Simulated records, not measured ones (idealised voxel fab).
process module | voxel gate over fins
cross-section cut | 235 nm wide | cells 5 nm
A cross-section is a grid of square cells, given in bands from the top down. A band is one or more rows of cells.
Each band's line starts with the height of the band's top and of its bottom, in nm. Then come its materials from left to right, each with its width in nm. One material with "throughout" fills the band from edge to edge. "air" is empty space.
Height 0 is the level under which the wafer as received is all one material. The lowest band goes on downwards, as in "0 down".
A width such as "30 to 40" changes by the same amount from each row of cells to the next, from the band's top row to its bottom row.
"no change" after a step means that no cell of the cross-section changed.
closed voids: empty space of 8 cells or more with no open way to the top, each as width x height at its distance from the left edge, in nm
after a step's settings: what the simulator itself notes on the step
overlay nm, on a step with a mask: how far to the right of its planned place the mask lay; to the left if negative
plan
1 op RECEIVE | material Si
2 op CONFORMAL_DEP | material SiN | thk nm 10
3 op DIRECTIONAL_DEP | material aC | thk nm 10
4 op PATTERN | tone cover | mask id FINS | material resist | width nm 15 | pitch nm 50 | thk nm 25 | overlay nm 0
5 op DIRECTIONAL_ETCH | etch materials aC | depth nm 10
6 op STRIP | etch materials resist
7 op DIRECTIONAL_ETCH | etch materials SiN | depth nm 10
8 op DIRECTIONAL_ETCH | etch materials Si | depth nm 35
9 op STRIP | etch materials aC
10 op OXIDIZE | depth nm 5
11 op FILL_DEP | material SiO2 | thk nm 10
12 op CMP | height nm 10
13 op DIRECTIONAL_DEP | material aC | thk nm 10
14 op PATTERN | tone open | mask id RAIL | material resist | width nm 15 | thk nm 30 | overlay nm 0
15 op DIRECTIONAL_ETCH | etch materials aC | depth nm 10
16 op STRIP | etch materials resist
17 op DIRECTIONAL_ETCH | etch materials SiO2 | depth nm 40
18 op STRIP | etch materials aC
19 op CONFORMAL_DEP | material TiN | thk nm 5
20 op FILL_DEP | material Ru | thk nm 5
21 op CMP | height nm 10
22 op SELECTIVE_ETCH | etch materials W Ru TiN | depth nm 35
23 op FILL_DEP | material SiO2 | thk nm 5
24 op CMP | height nm 10
25 op SELECTIVE_ETCH | etch materials SiO2 | depth nm 25
26 op STRIP | etch materials SiN
27 op CONFORMAL_DEP | material HfO2 | thk nm 5
28 op CONFORMAL_DEP | material TiN | thk nm 5
29 op CONFORMAL_DEP | material TiAl | thk nm 5
30 op CONFORMAL_DEP | material TiN | thk nm 5
31 op FILL_DEP | material W | thk nm 10
32 op CMP | height nm 25
33 op CONFORMAL_DEP | material SiN | thk nm 10
as received, after step 1
  0 down: Si throughout
  closed voids: none
first wafer at the end, as planned
  35 to 25: SiN throughout
  25 to 20: W throughout
  20 to 15: W 20 | TiN 45 | W 5 | TiN 45 | W 5 | TiN 45 | W 5 | TiN 45 | W 20
  15 to 10: W 20 | TiN 5 | TiAl 35 | TiN 5 | W 5 | TiN 5 | TiAl 35 | TiN 5 | W 5 | TiN 5 | TiAl 35 | TiN 5 | W 5 | TiN 5 | TiAl 35 | TiN 5 | W 20
  10 to 5: W 20 | TiN 5 | TiAl 5 | TiN 25 | TiAl 5 | TiN 5 | W 5 | TiN 5 | TiAl 5 | TiN 25 | TiAl 5 | TiN 5 | W 5 | TiN 5 | TiAl 5 | TiN 25 | TiAl 5 | TiN 5 | W 5 | TiN 5 | TiAl 5 | TiN 25 | TiAl 5 | TiN 5 | W 20
  5 to 0: TiN 25 | TiAl 5 | TiN 5 | HfO2 15 | TiN 5 | TiAl 5 | TiN 15 | TiAl 5 | TiN 5 | HfO2 15 | TiN 5 | TiAl 5 | TiN 15 | TiAl 5 | TiN 5 | HfO2 15 | TiN 5 | TiAl 5 | TiN 15 | TiAl 5 | TiN 5 | HfO2 15 | TiN 5 | TiAl 5 | TiN 25
  0 to -5: TiAl 30 | TiN 5 | HfO2 5 | Si 5 | HfO2 5 | TiN 5 | TiAl 25 | TiN 5 | HfO2 5 | Si 5 | HfO2 5 | TiN 5 | TiAl 25 | TiN 5 | HfO2 5 | Si 5 | HfO2 5 | TiN 5 | TiAl 25 | TiN 5 | HfO2 5 | Si 5 | HfO2 5 | TiN 5 | TiAl 30
  -5 to -10: TiN 35 | HfO2 5 | Si 5 | HfO2 5 | TiN 35 | HfO2 5 | Si 5 | HfO2 5 | TiN 35 | HfO2 5 | Si 5 | HfO2 5 | TiN 35 | HfO2 5 | Si 5 | HfO2 5 | TiN 35
  -10 to -15: HfO2 40 | Si 5 | HfO2 45 | Si 5 | HfO2 45 | Si 5 | HfO2 45 | Si 5 | HfO2 40
  -15 to -25: SiO2 40 | Si 5 | SiO2 45 | Si 5 | SiO2 45 | Si 5 | SiO2 45 | Si 5 | SiO2 40
  -25 to -30: SiO2 40 | Si 5 | SiO2 15 | TiN 15 | SiO2 15 | Si 5 | SiO2 45 | Si 5 | SiO2 45 | Si 5 | SiO2 40
  -30 to -40: SiO2 40 | Si 5 | SiO2 45 | Si 5 | SiO2 45 | Si 5 | SiO2 45 | Si 5 | SiO2 40
  -40 down: Si throughout
  closed voids: none
second wafer at the end: like start, like plan, one mistake
  35 to 25: SiN throughout
  25 to 20: W throughout
  20 to 10: W 20 | TiN 45 | W 5 | TiN 45 | W 5 | TiN 45 | W 5 | TiN 45 | W 20
  10 to 5: W 20 | TiN 10 | TiAl 25 | TiN 10 | W 5 | TiN 10 | TiAl 25 | TiN 10 | W 5 | TiN 10 | TiAl 25 | TiN 10 | W 5 | TiN 10 | TiAl 25 | TiN 10 | W 20
  5 to 0: TiN 30 | TiAl 5 | HfO2 15 | TiAl 5 | TiN 25 | TiAl 5 | HfO2 15 | TiAl 5 | TiN 25 | TiAl 5 | HfO2 15 | TiAl 5 | TiN 25 | TiAl 5 | HfO2 15 | TiAl 5 | TiN 30
  0 to -5: TiN 30 | TiAl 5 | HfO2 5 | Si 5 | HfO2 5 | TiAl 5 | TiN 25 | TiAl 5 | HfO2 5 | Si 5 | HfO2 5 | TiAl 5 | TiN 25 | TiAl 5 | HfO2 5 | Si 5 | HfO2 5 | TiAl 5 | TiN 25 | TiAl 5 | HfO2 5 | Si 5 | HfO2 5 | TiAl 5 | TiN 30
  -5 to -10: TiAl 35 | HfO2 5 | Si 5 | HfO2 5 | TiAl 35 | HfO2 5 | Si 5 | HfO2 5 | TiAl 35 | HfO2 5 | Si 5 | HfO2 5 | TiAl 35 | HfO2 5 | Si 5 | HfO2 5 | TiAl 35
  -10 to -15: HfO2 40 | Si 5 | HfO2 45 | Si 5 | HfO2 45 | Si 5 | HfO2 45 | Si 5 | HfO2 40
  -15 to -25: SiO2 40 | Si 5 | SiO2 45 | Si 5 | SiO2 45 | Si 5 | SiO2 45 | Si 5 | SiO2 40
  -25 to -30: SiO2 40 | Si 5 | SiO2 15 | TiN 15 | SiO2 15 | Si 5 | SiO2 45 | Si 5 | SiO2 45 | Si 5 | SiO2 40
  -30 to -40: SiO2 40 | Si 5 | SiO2 45 | Si 5 | SiO2 45 | Si 5 | SiO2 45 | Si 5 | SiO2 40
  -40 down: Si throughout
  closed voids: none
what went wrong: steps 28 and 29 were swapped
at the end the second wafer has, in cells: as many of each material as the first, in other places
